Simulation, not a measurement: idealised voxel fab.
Title: Process Module voxel gate over fins
250 nm wide, 5 nm square cells: that's cross-section cut.
This document writes a cross-section as a grid whose cells are square, and gives it as bands, listed from the top down; one or more rows of cells form a band.
Band: top height; bottom height; in nm. Then, left to right: material with width in nm, for each material. "full width": a single material spanning edge to edge. "blank": empty space.
Below 0: as-received wafer, all one material; heights counted from there. Lowest band: no bottom, goes on down, written "0 nm and below".
Width spec "30->40" -> top row of cells at first value, bottom row at second value, equal per-row change in between.
You'll sometimes find "remained the same" written for a step, and that's the way of saying that nowhere in the cross-section did a cell change during that step.
Voids not open to the top, 8 cells minimum: see "Fully enclosed voids". Written width x height at distance; distance is from the left edge; nm.
Note: text after step settings on the step line = simulator remark on that step.
A step's line can hold "overlay nm"; with a mask on that step, the setting says how far right of the planned place the mask lay, while a negative setting says it lay to the left.

Steps planned for the process:
- 1: RECEIVE: material Si
- 2: CONFORMAL_DEP: material SiN, thk nm 5
- 3: MASKED_ETCH: tone cover, mask id FINS, width nm 15, pitch nm 35, etch materials SiN, depth nm 5, overlay nm 0
- 4: MASKED_ETCH: tone cover, mask id FINS, width nm 15, pitch nm 35, etch materials Si, depth nm 35, overlay nm 0
- 5: OXIDIZE: depth nm 5
- 6: FILL_DEP: material SiO2, thk nm 10
- 7: CMP: height nm 5
- 8: SELECTIVE_ETCH: etch materials SiO2, depth nm 15
- 9: STRIP: etch materials SiN
- 10: CONFORMAL_DEP: material HfO2, thk nm 5
- 11: CONFORMAL_DEP: material TiN, thk nm 5
- 12: CONFORMAL_DEP: material TiAl, thk nm 5
- 13: CONFORMAL_DEP: material TiN, thk nm 5
- 14: FILL_DEP: material W, thk nm 10
- 15: CMP: height nm 25
- 16: CONFORMAL_DEP: material SiN, thk nm 10

As-received wafer cross-section (after step 1):
> 0 nm and below | Si full width
> Fully enclosed voids: none

Same starting wafer, same plan as above, one mistake in the execution; this is the cross-section at the end of the module:
> 35 nm to 25 nm | SiN full width
> 25 nm to 20 nm | W full width
> 20 nm to 10 nm | 85 of W, 80 of TiN, 85 of W
> 10 nm to 5 nm | 95 of TiN, 25 of TiAl, 10 of TiN, 25 of TiAl, 95 of TiN
> 5 nm to 0 nm | 95 of TiN, 5 of TiAl, 15 of HfO2, 5 of TiAl, 10 of TiN, 5 of TiAl, 15 of HfO2, 5 of TiAl, 95 of TiN
> 0 nm to -5 nm | 100 of TiAl, 5 of HfO2, 5 of Si, 5 of HfO2, 20 of TiAl, 5 of HfO2, 5 of Si, 5 of HfO2, 100 of TiAl
> -5 nm to -10 nm | 105 of HfO2, 5 of Si, 30 of HfO2, 5 of Si, 105 of HfO2
> -10 nm to -40 nm | 105 of SiO2, 5 of Si, 30 of SiO2, 5 of Si, 105 of SiO2
> -40 nm and below | Si full width
> Fully enclosed voids: none
Error vs. plan: deviation from plan: step 12 and step 11 executed in one another's positions
